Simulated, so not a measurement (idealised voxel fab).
process module | voxel released beams
cross-section cut | 295 nm wide | cells 5 nm
A cross-section is a grid of square cells, given in bands from the top down. A band is one or more rows of cells.
Each band's line starts with the height of the band's top and of its bottom, in nm. Then come its materials from left to right, each with its width in nm. One material with "throughout" fills the band from edge to edge. "air" is empty space.
Height 0 is the level under which the wafer as received is all one material. The lowest band goes on downwards, as in "0 down".
A width such as "30 to 40" changes by the same amount from each row of cells to the next, from the band's top row to its bottom row.
"no change" after a step means that no cell of the cross-section changed.
closed voids: empty space of 8 cells or more with no open way to the top, each as width x height at its distance from the left edge, in nm
after a step's settings: what the simulator itself notes on the step
overlay nm, on a step with a mask: how far to the right of its planned place the mask lay; to the left if negative
plan
1 op RECEIVE | material Si
2 op CONFORMAL_DEP | material Al2O3 | thk nm 10
3 op DIRECTIONAL_DEP | material SiO2 | thk nm 20
4 op MASKED_ETCH | tone open | mask id ANCHOR | width nm 35 | etch materials SiO2 | depth nm 20 | overlay nm 0
5 op CONFORMAL_DEP | material W | thk nm 10
6 op DIRECTIONAL_DEP | material aC | thk nm 15
7 op PATTERN | tone cover | mask id BEAM | material resist | width nm 115 | thk nm 35 | overlay nm 0
8 op DIRECTIONAL_ETCH | etch materials aC | depth nm 15
9 op STRIP | etch materials resist
10 op DIRECTIONAL_ETCH | etch materials W | depth nm 10
11 op STRIP | etch materials aC
12 op STRIP | etch materials SiO2
first wafer, as planned
as received, after step 1
  0 down: Si throughout
  closed voids: none
after step 2
  10 to 0: Al2O3 throughout
  below 0: unchanged
after step 3
  30 to 10: SiO2 throughout
  below 10: unchanged
after step 4
  30 to 10: SiO2 90 | air 35 | SiO2 170
  below 10: unchanged
after step 5
  40 to 30: W 100 | air 15 | W 180
  30 to 20: SiO2 90 | W 10 | air 15 | W 10 | SiO2 170
  20 to 10: SiO2 90 | W 35 | SiO2 170
  below 10: unchanged
after step 6
  55 to 40: aC 100 | air 15 | aC 180
  40 to 35: W 100 | air 15 | W 180
  35 to 30: W 100 | aC 15 | W 180
  30 to 20: SiO2 90 | W 10 | aC 15 | W 10 | SiO2 170
  below 20: unchanged
after step 7
  90 to 55: air 85 | resist 115 | air 95
  55 to 40: aC 100 | resist 15 | aC 180
  40 to 35: W 100 | resist 15 | W 180
  below 35: unchanged
after step 8
  75 to 55: air 85 | resist 115 | air 95
  55 to 40: air 85 | aC 15 | resist 15 | aC 85 | air 95
  below 40: unchanged
after step 9
  55 to 40: air 85 | aC 15 | air 15 | aC 85 | air 95
  40 to 35: W 100 | air 15 | W 180
  below 35: unchanged
after step 10
  55 to 40: air 85 | aC 15 | air 15 | aC 85 | air 95
  40 to 35: air 85 | W 15 | air 15 | W 85 | air 95
  35 to 30: air 85 | W 15 | aC 15 | W 85 | air 95
  below 30: unchanged
after step 11
  40 to 30: air 85 | W 15 | air 15 | W 85 | air 95
  30 to 20: SiO2 90 | W 10 | air 15 | W 10 | SiO2 170
  below 20: unchanged
after step 12
  40 to 30: air 85 | W 15 | air 15 | W 85 | air 95
  30 to 20: air 90 | W 10 | air 15 | W 10 | air 170
  20 to 10: air 90 | W 35 | air 170
  below 10: unchanged
second wafer: like start, like plan, one mistake. Through step 3 it matches the first wafer
when step 4 should have ended
  30 to 10: air 90 | SiO2 35 | air 170
  below 10: unchanged
when step 5 should have ended
  40 to 30: air 80 | W 55 | air 160
  30 to 20: air 80 | W 10 | SiO2 35 | W 10 | air 160
  20 to 10: W 90 | SiO2 35 | W 170
  below 10: unchanged
when step 6 should have ended
  55 to 40: air 80 | aC 55 | air 160
  40 to 35: air 80 | W 55 | air 160
  35 to 30: aC 80 | W 55 | aC 160
  30 to 20: aC 80 | W 10 | SiO2 35 | W 10 | aC 160
  below 20: unchanged
when step 7 should have ended
  90 to 55: air 85 | resist 115 | air 95
  55 to 40: air 80 | aC 55 | resist 65 | air 95
  40 to 35: air 80 | W 55 | resist 65 | air 95
  below 35: unchanged
when step 8 should have ended
  75 to 55: air 85 | resist 115 | air 95
  55 to 40: air 85 | aC 50 | resist 65 | air 95
  40 to 35: air 80 | W 55 | resist 65 | air 95
  35 to 30: air 80 | W 55 | aC 65 | air 95
  30 to 20: air 80 | W 10 | SiO2 35 | W 10 | aC 65 | air 95
  below 20: unchanged
when step 9 should have ended
  55 to 40: air 85 | aC 50 | air 160
  40 to 35: air 80 | W 55 | air 160
  below 35: unchanged
when step 10 should have ended
  55 to 40: air 85 | aC 50 | air 160
  40 to 35: air 85 | W 50 | air 160
  35 to 30: air 85 | W 50 | aC 65 | air 95
  30 to 20: air 80 | W 10 | SiO2 35 | W 10 | aC 65 | air 95
  20 to 10: air 80 | W 10 | SiO2 35 | W 75 | air 95
  below 10: unchanged
when step 11 should have ended
  40 to 30: air 85 | W 50 | air 160
  30 to 20: air 80 | W 10 | SiO2 35 | W 10 | air 160
  below 20: unchanged
when step 12 should have ended: no change
what went wrong: step 4 ran as: op MASKED_ETCH | tone cover | mask id ANCHOR | width nm 35 | etch materials SiO2 | depth nm 20 | overlay nm 0
at the end the second wafer has, in cells: 28 more of SiO2
